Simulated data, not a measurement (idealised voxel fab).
process module | voxel capacitor over wiring
cross-section cut | 215 nm wide | cells 5 nm
A cross-section is a grid of square cells, given in bands from the top down. A band is one or more rows of cells.
Each band's line starts with the height of the band's top and of its bottom, in nm. Then come its materials from left to right, each with its width in nm. One material with "throughout" fills the band from edge to edge. "air" is empty space.
Height 0 is the level under which the wafer as received is all one material. The lowest band goes on downwards, as in "0 down".
A width such as "30 to 40" changes by the same amount from each row of cells to the next, from the band's top row to its bottom row.
"no change" after a step means that no cell of the cross-section changed.
closed voids: empty space of 8 cells or more with no open way to the top, each as width x height at its distance from the left edge, in nm
after a step's settings: what the simulator itself notes on the step
overlay nm, on a step with a mask: how far to the right of its planned place the mask lay; to the left if negative
plan
1 op RECEIVE | material Si
2 op CONFORMAL_DEP | material SiO2 | thk nm 15
3 op CONFORMAL_DEP | material SiN | thk nm 5
4 op DIRECTIONAL_DEP | material SiO2 | thk nm 25
5 op PATTERN | tone open | mask id METAL_1 | material resist | width nm 25 | pitch nm 80 | thk nm 15 | overlay nm 0
6 op DIRECTIONAL_ETCH | etch materials SiO2 | depth nm 25
7 op DIRECTIONAL_ETCH | etch materials SiN | depth nm 5
8 op STRIP | etch materials resist
9 op CONFORMAL_DEP | material TiN | thk nm 5
10 op FILL_DEP | material W | thk nm 10
11 op CMP | height nm 45
12 op EPI | material Ru | thk nm 5
13 op FILL_DEP | material SiCN | thk nm 5
14 op DIRECTIONAL_DEP | material lowk | thk nm 15
15 op PATTERN | tone open | mask id PLUG_1 | material resist | width nm 15 | thk nm 15 | overlay nm 0
16 op DIRECTIONAL_ETCH | etch materials lowk | depth nm 15
17 op DIRECTIONAL_ETCH | etch materials SiCN | depth nm 5
18 op STRIP | etch materials resist
19 op EPI | material Ru | thk nm 10
20 op EPI | material Ru | thk nm 10
21 op DIRECTIONAL_DEP | material TiN | thk nm 5
22 op DIRECTIONAL_DEP | material HfO2 | thk nm 5
23 op DIRECTIONAL_DEP | material TiN | thk nm 5
24 op PATTERN | tone cover | mask id UPPER_PLATE | material resist | width nm 60 | thk nm 20 | overlay nm 0
25 op DIRECTIONAL_ETCH | etch materials TiN | depth nm 5
26 op DIRECTIONAL_ETCH | etch materials HfO2 | depth nm 5
27 op STRIP | etch materials resist
28 op PATTERN | tone cover | mask id LOWER_PLATE | material resist | width nm 70 | thk nm 20 | overlay nm 0
29 op DIRECTIONAL_ETCH | etch materials TiN | depth nm 5
30 op STRIP | etch materials resist
31 op FILL_DEP | material SiO2 | thk nm 20
32 op CMP | height nm 100
33 op MASKED_ETCH | tone open | mask id PLUG_2 | width nm 15 | etch materials SiO2 | depth nm 15 | overlay nm 0
34 op CONFORMAL_DEP | material TiN | thk nm 5
35 op FILL_DEP | material Ru | thk nm 10
36 op CMP | height nm 100
37 op CONFORMAL_DEP | material SiCN | thk nm 5
first wafer, as planned
as received, after step 1
  0 down: Si throughout
  closed voids: none
after step 2
  15 to 0: SiO2 throughout
  below 0: unchanged
after step 3
  20 to 15: SiN throughout
  below 15: unchanged
after step 4
  45 to 20: SiO2 throughout
  below 20: unchanged
after step 5
  60 to 45: resist 55 | air 25 | resist 55 | air 25 | resist 55
  below 45: unchanged
after step 6
  60 to 45: resist 55 | air 25 | resist 55 | air 25 | resist 55
  45 to 20: SiO2 55 | air 25 | SiO2 55 | air 25 | SiO2 55
  below 20: unchanged
after step 7
  60 to 45: resist 55 | air 25 | resist 55 | air 25 | resist 55
  45 to 20: SiO2 55 | air 25 | SiO2 55 | air 25 | SiO2 55
  20 to 15: SiN 55 | air 25 | SiN 55 | air 25 | SiN 55
  below 15: unchanged
after step 8
  45 to 20: SiO2 55 | air 25 | SiO2 55 | air 25 | SiO2 55
  below 20: unchanged
after step 9
  50 to 45: TiN 60 | air 15 | TiN 65 | air 15 | TiN 60
  45 to 20: SiO2 55 | TiN 5 | air 15 | TiN 5 | SiO2 55 | TiN 5 | air 15 | TiN 5 | SiO2 55
  20 to 15: SiN 55 | TiN 25 | SiN 55 | TiN 25 | SiN 55
  below 15: unchanged
after step 10
  60 to 50: W throughout
  50 to 45: TiN 60 | W 15 | TiN 65 | W 15 | TiN 60
  45 to 20: SiO2 55 | TiN 5 | W 15 | TiN 5 | SiO2 55 | TiN 5 | W 15 | TiN 5 | SiO2 55
  below 20: unchanged
after step 11
  45 to 20: SiO2 55 | TiN 5 | W 15 | TiN 5 | SiO2 55 | TiN 5 | W 15 | TiN 5 | SiO2 55
  below 20: unchanged
after step 12
  50 to 45: air 50 | Ru 35 | air 45 | Ru 35 | air 50
  below 45: unchanged
after step 13
  55 to 50: SiCN throughout
  50 to 45: SiCN 50 | Ru 35 | SiCN 45 | Ru 35 | SiCN 50
  below 45: unchanged
after step 14
  70 to 55: lowk throughout
  below 55: unchanged
after step 15
  85 to 70: resist 65 | air 15 | resist 135
  below 70: unchanged
after step 16
  85 to 70: resist 65 | air 15 | resist 135
  70 to 55: lowk 65 | air 15 | lowk 135
  below 55: unchanged
after step 17
  85 to 70: resist 65 | air 15 | resist 135
  70 to 55: lowk 65 | air 15 | lowk 135
  55 to 50: SiCN 65 | air 15 | SiCN 135
  below 50: unchanged
after step 18
  70 to 55: lowk 65 | air 15 | lowk 135
  below 55: unchanged
after step 19
  70 to 60: lowk 65 | air 15 | lowk 135
  60 to 55: lowk 65 | Ru 15 | lowk 135
  55 to 50: SiCN 65 | Ru 15 | SiCN 135
  below 50: unchanged
after step 20
  70 to 55: lowk 65 | Ru 15 | lowk 135
  below 55: unchanged
after step 21
  75 to 70: TiN throughout
  below 70: unchanged
after step 22
  80 to 75: HfO2 throughout
  below 75: unchanged
after step 23
  85 to 80: TiN throughout
  below 80: unchanged
after step 24
  105 to 85: air 65 | resist 60 | air 90
  below 85: unchanged
after step 25
  105 to 85: air 65 | resist 60 | air 90
  85 to 80: air 65 | TiN 60 | air 90
  below 80: unchanged
after step 26
  105 to 85: air 65 | resist 60 | air 90
  85 to 80: air 65 | TiN 60 | air 90
  80 to 75: air 65 | HfO2 60 | air 90
  below 75: unchanged
after step 27
  85 to 80: air 65 | TiN 60 | air 90
  below 80: unchanged
after step 28
  105 to 85: air 60 | resist 70 | air 85
  85 to 80: air 60 | resist 5 | TiN 60 | resist 5 | air 85
  80 to 75: air 60 | resist 5 | HfO2 60 | resist 5 | air 85
  below 75: unchanged
after step 29
  105 to 85: air 60 | resist 70 | air 85
  85 to 80: air 60 | resist 5 | TiN 60 | resist 5 | air 85
  80 to 75: air 60 | resist 5 | HfO2 60 | resist 5 | air 85
  75 to 70: air 60 | TiN 70 | air 85
  below 70: unchanged
after step 30
  85 to 80: air 65 | TiN 60 | air 90
  80 to 75: air 65 | HfO2 60 | air 90
  below 75: unchanged
after step 31
  105 to 85: SiO2 throughout
  85 to 80: SiO2 65 | TiN 60 | SiO2 90
  80 to 75: SiO2 65 | HfO2 60 | SiO2 90
  75 to 70: SiO2 60 | TiN 70 | SiO2 85
  below 70: unchanged
after step 32
  100 to 85: SiO2 throughout
  below 85: unchanged
after step 33
  100 to 85: SiO2 75 | air 15 | SiO2 125
  below 85: unchanged
after step 34
  105 to 100: TiN 80 | air 5 | TiN 130
  100 to 90: SiO2 75 | TiN 5 | air 5 | TiN 5 | SiO2 125
  90 to 80: SiO2 75 to 65 | TiN 15 to 60 | SiO2 125 to 90
  below 80: unchanged
after step 35
  115 to 105: Ru throughout
  105 to 100: TiN 80 | Ru 5 | TiN 130
  100 to 90: SiO2 75 | TiN 5 | Ru 5 | TiN 5 | SiO2 125
  below 90: unchanged
after step 36
  100 to 90: SiO2 75 | TiN 5 | Ru 5 | TiN 5 | SiO2 125
  below 90: unchanged
after step 37
  105 to 100: SiCN throughout
  below 100: unchanged
second wafer: like start, like plan, one mistake. Through step 20 it matches the first wafer
when step 21 should have ended
  75 to 70: Ru throughout
  below 70: unchanged
when step 22 should have ended
  80 to 75: HfO2 throughout
  below 75: unchanged
when step 23 should have ended
  85 to 80: TiN throughout
  below 80: unchanged
when step 24 should have ended
  105 to 85: air 65 | resist 60 | air 90
  below 85: unchanged
when step 25 should have ended
  105 to 85: air 65 | resist 60 | air 90
  85 to 80: air 65 | TiN 60 | air 90
  below 80: unchanged
when step 26 should have ended
  105 to 85: air 65 | resist 60 | air 90
  85 to 80: air 65 | TiN 60 | air 90
  80 to 75: air 65 | HfO2 60 | air 90
  below 75: unchanged
when step 27 should have ended
  85 to 80: air 65 | TiN 60 | air 90
  below 80: unchanged
when step 28 should have ended
  105 to 85: air 60 | resist 70 | air 85
  85 to 80: air 60 | resist 5 | TiN 60 | resist 5 | air 85
  80 to 75: air 60 | resist 5 | HfO2 60 | resist 5 | air 85
  below 75: unchanged
when step 29 should have ended: no change
when step 30 should have ended
  85 to 80: air 65 | TiN 60 | air 90
  80 to 75: air 65 | HfO2 60 | air 90
  below 75: unchanged
when step 31 should have ended
  105 to 85: SiO2 throughout
  85 to 80: SiO2 65 | TiN 60 | SiO2 90
  80 to 75: SiO2 65 | HfO2 60 | SiO2 90
  below 75: unchanged
when step 32 should have ended
  100 to 85: SiO2 throughout
  below 85: unchanged
when step 33 should have ended
  100 to 85: SiO2 75 | air 15 | SiO2 125
  below 85: unchanged
when step 34 should have ended
  105 to 100: TiN 80 | air 5 | TiN 130
  100 to 90: SiO2 75 | TiN 5 | air 5 | TiN 5 | SiO2 125
  90 to 80: SiO2 75 to 65 | TiN 15 to 60 | SiO2 125 to 90
  below 80: unchanged
when step 35 should have ended
  115 to 105: Ru throughout
  105 to 100: TiN 80 | Ru 5 | TiN 130
  100 to 90: SiO2 75 | TiN 5 | Ru 5 | TiN 5 | SiO2 125
  below 90: unchanged
when step 36 should have ended
  100 to 90: SiO2 75 | TiN 5 | Ru 5 | TiN 5 | SiO2 125
  below 90: unchanged
when step 37 should have ended
  105 to 100: SiCN throughout
  below 100: unchanged
what went wrong: step 21 ran as: op DIRECTIONAL_DEP | material Ru | thk nm 5
at the end the second wafer has, in cells: 43 more of Ru | 29 fewer of SiO2 | 14 fewer of TiN
